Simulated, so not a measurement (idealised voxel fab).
Name of the process module below: voxel air gaps
Cross-section cut spans 175 nm and uses square cells 5 nm in size.
Think of the cross-section as a grid of square cells. We describe it in bands, top to bottom, and each band covers one or more rows of those cells. Band: top and bottom heights (nm) first, top before bottom; then materials from left to right, widths in nm. "all across" marks a sole material filling the band edge to edge. "blank" denotes empty space. A quick word on heights: they are counted from 0, and under that level the wafer as it came to us is one material throughout. The lowest band is different from the rest in having no bottom; it simply continues downward, written as in "from 0 down". Width: "30 to 40" (first number = top row, second number = bottom row, same change from row to row of cells). You'll sometimes find "nothing altered" written for a step, and that's the way of saying that nowhere in the cross-section did a cell change during that step. Heads up: "Trapped voids" only lists the empty pockets with no open path to the top that are 8 cells or more, and it writes them as width x height at distance, distance from the left edge, in nm. Read whatever lies past the settings on a step's line as the simulator's own remark about the step. If you see "overlay nm" on a step's line and that step has a mask, it's telling you how far right of where it was planned the mask ended up; a negative number means it went left instead.
THE FOLLOWING LIST GIVES THE PLANNED PROCESS STEPS
1) RECEIVE [material Si]
2) CONFORMAL_DEP [material SiO2] [thk nm 10]
3) CONFORMAL_DEP [material SiN] [thk nm 5]
4) DIRECTIONAL_DEP [material lowk] [thk nm 40]
5) PATTERN [tone open] [mask id LINES] [material resist] [width nm 20] [pitch nm 45] [thk nm 20] [overlay nm 0]
6) DIRECTIONAL_ETCH [etch materials lowk] [depth nm 40]
7) STRIP [etch materials resist]
8) CONFORMAL_DEP [material TiN] [thk nm 5]
9) FILL_DEP [material Cu] [thk nm 10]
10) CMP [height nm 55]
11) EPI [material Ru] [thk nm 10]
12) SELECTIVE_ETCH [etch materials lowk] [depth nm 50]
13) CONFORMAL_DEP [material SiN] [thk nm 5]
FIRST WAFER OF TWO (RUN AS PLANNED)
SO THIS IS THE INCOMING WAFER IN CROSS-SECTION - IT'S ALREADY BEEN THROUGH STEP 1
from 0 down = Si all across
Trapped voids: none
CROSS-SECTION OF THE WAFER SUBSEQUENT TO STEP 2
from 10 to 0 = SiO2 all across
All layers under 0 are left as they were.
CROSS-SECTION OF THE WAFER SUBSEQUENT TO STEP 3
from 15 to 10 = SiN all across
All layers under 10 are left as they were.
CROSS-SECTION OF THE WAFER SUBSEQUENT TO STEP 4
from 55 to 15 = lowk all across
All layers under 15 are left as they were.
CROSS-SECTION OF THE WAFER SUBSEQUENT TO STEP 5
from 75 to 55 = 30 of resist, then 20 of blank, then 25 of resist, then 20 of blank, then 25 of resist, then 20 of blank, then 35 of resist
All layers under 55 are left as they were.
CROSS-SECTION OF THE WAFER SUBSEQUENT TO STEP 6
from 75 to 55 = 30 of resist, then 20 of blank, then 25 of resist, then 20 of blank, then 25 of resist, then 20 of blank, then 35 of resist
from 55 to 15 = 30 of lowk, then 20 of blank, then 25 of lowk, then 20 of blank, then 25 of lowk, then 20 of blank, then 35 of lowk
All layers under 15 are left as they were.
CROSS-SECTION OF THE WAFER SUBSEQUENT TO STEP 7
from 55 to 15 = 30 of lowk, then 20 of blank, then 25 of lowk, then 20 of blank, then 25 of lowk, then 20 of blank, then 35 of lowk
All layers under 15 are left as they were.
CROSS-SECTION OF THE WAFER SUBSEQUENT TO STEP 8
from 60 to 55 = 35 of TiN, then 10 of blank, then 35 of TiN, then 10 of blank, then 35 of TiN, then 10 of blank, then 40 of TiN
from 55 to 20 = 30 of lowk, then 5 of TiN, then 10 of blank, then 5 of TiN, then 25 of lowk, then 5 of TiN, then 10 of blank, then 5 of TiN, then 25 of lowk, then 5 of TiN, then 10 of blank, then 5 of TiN, then 35 of lowk
from 20 to 15 = 30 of lowk, then 20 of TiN, then 25 of lowk, then 20 of TiN, then 25 of lowk, then 20 of TiN, then 35 of lowk
All layers under 15 are left as they were.
CROSS-SECTION OF THE WAFER SUBSEQUENT TO STEP 9
from 70 to 60 = Cu all across
from 60 to 55 = 35 of TiN, then 10 of Cu, then 35 of TiN, then 10 of Cu, then 35 of TiN, then 10 of Cu, then 40 of TiN
from 55 to 20 = 30 of lowk, then 5 of TiN, then 10 of Cu, then 5 of TiN, then 25 of lowk, then 5 of TiN, then 10 of Cu, then 5 of TiN, then 25 of lowk, then 5 of TiN, then 10 of Cu, then 5 of TiN, then 35 of lowk
All layers under 20 are left as they were.
CROSS-SECTION OF THE WAFER SUBSEQUENT TO STEP 10
from 55 to 20 = 30 of lowk, then 5 of TiN, then 10 of Cu, then 5 of TiN, then 25 of lowk, then 5 of TiN, then 10 of Cu, then 5 of TiN, then 25 of lowk, then 5 of TiN, then 10 of Cu, then 5 of TiN, then 35 of lowk
All layers under 20 are left as they were.
CROSS-SECTION OF THE WAFER SUBSEQUENT TO STEP 11
from 65 to 55 = 20 of blank, then 40 of Ru, then 5 of blank, then 40 of Ru, then 5 of blank, then 40 of Ru, then 25 of blank
All layers under 55 are left as they were.
CROSS-SECTION OF THE WAFER SUBSEQUENT TO STEP 12
from 65 to 55 = 20 of blank, then 40 of Ru, then 5 of blank, then 40 of Ru, then 5 of blank, then 40 of Ru, then 25 of blank
from 55 to 20 = 30 of blank, then 5 of TiN, then 10 of Cu, then 5 of TiN, then 25 of blank, then 5 of TiN, then 10 of Cu, then 5 of TiN, then 25 of blank, then 5 of TiN, then 10 of Cu, then 5 of TiN, then 35 of blank
from 20 to 15 = 30 of blank, then 20 of TiN, then 25 of blank, then 20 of TiN, then 25 of blank, then 20 of TiN, then 35 of blank
All layers under 15 are left as they were.
CROSS-SECTION OF THE WAFER SUBSEQUENT TO STEP 13
from 70 to 65 = 15 of blank, then 140 of SiN, then 20 of blank
from 65 to 55 = 15 of blank, then 5 of SiN, then 40 of Ru, then 5 of SiN, then 40 of Ru, then 5 of SiN, then 40 of Ru, then 5 of SiN, then 20 of blank
from 55 to 50 = 15 of blank, then 15 of SiN, then 5 of TiN, then 10 of Cu, then 5 of TiN, then 25 of SiN, then 5 of TiN, then 10 of Cu, then 5 of TiN, then 25 of SiN, then 5 of TiN, then 10 of Cu, then 5 of TiN, then 15 of SiN, then 20 of blank
from 50 to 20 = 25 of blank, then 5 of SiN, then 5 of TiN, then 10 of Cu, then 5 of TiN, then 5 of SiN, then 15 of blank, then 5 of SiN, then 5 of TiN, then 10 of Cu, then 5 of TiN, then 5 of SiN, then 15 of blank, then 5 of SiN, then 5 of TiN, then 10 of Cu, then 5 of TiN, then 5 of SiN, then 30 of blank
from 20 to 15 = 30 of SiN, then 20 of TiN, then 25 of SiN, then 20 of TiN, then 25 of SiN, then 20 of TiN, then 35 of SiN
All layers under 15 are left as they were.
Trapped voids: 15 x 30 at 55; 15 x 30 at 100
SECOND WAFER, SAME STARTING STATE AND PLAN AS THE FIRST, ONE MISTAKE IN THE RUN, IDENTICAL THROUGH STEP 10
CROSS-SECTION OF THE SECOND WAFER AT THE TIME STEP 11 OF THE PLAN SHOULD HAVE ENDED
from 75 to 55 = 10 of blank, then 150 of Ru, then 15 of blank
All layers under 55 are left as they were.
CROSS-SECTION OF THE SECOND WAFER AT THE TIME STEP 12 OF THE PLAN SHOULD HAVE ENDED
from 75 to 55 = 10 of blank, then 150 of Ru, then 15 of blank
from 55 to 20 = 30 of blank, then 5 of TiN, then 10 of Cu, then 5 of TiN, then 25 of lowk, then 5 of TiN, then 10 of Cu, then 5 of TiN, then 25 of lowk, then 5 of TiN, then 10 of Cu, then 5 of TiN, then 35 of blank
from 20 to 15 = 30 of blank, then 20 of TiN, then 25 of lowk, then 20 of TiN, then 25 of lowk, then 20 of TiN, then 35 of blank
All layers under 15 are left as they were.
CROSS-SECTION OF THE SECOND WAFER AT THE TIME STEP 13 OF THE PLAN SHOULD HAVE ENDED
from 80 to 75 = 5 of blank, then 160 of SiN, then 10 of blank
from 75 to 55 = 5 of blank, then 5 of SiN, then 150 of Ru, then 5 of SiN, then 10 of blank
from 55 to 50 = 5 of blank, then 25 of SiN, then 5 of TiN, then 10 of Cu, then 5 of TiN, then 25 of lowk, then 5 of TiN, then 10 of Cu, then 5 of TiN, then 25 of lowk, then 5 of TiN, then 10 of Cu, then 5 of TiN, then 25 of SiN, then 10 of blank
from 50 to 20 = 25 of blank, then 5 of SiN, then 5 of TiN, then 10 of Cu, then 5 of TiN, then 25 of lowk, then 5 of TiN, then 10 of Cu, then 5 of TiN, then 25 of lowk, then 5 of TiN, then 10 of Cu, then 5 of TiN, then 5 of SiN, then 30 of blank
from 20 to 15 = 30 of SiN, then 20 of TiN, then 25 of lowk, then 20 of TiN, then 25 of lowk, then 20 of TiN, then 35 of SiN
All layers under 15 are left as they were.
Here's what went sideways: step 11 of the plan was executed twice over
Final wafer comparison in cells, second versus first, more or fewer per material: Ru: 72 more, SiN: 36 fewer, lowk: 80 more
Heads up: the first wafer ends with 2 closed voids, the second with 0.
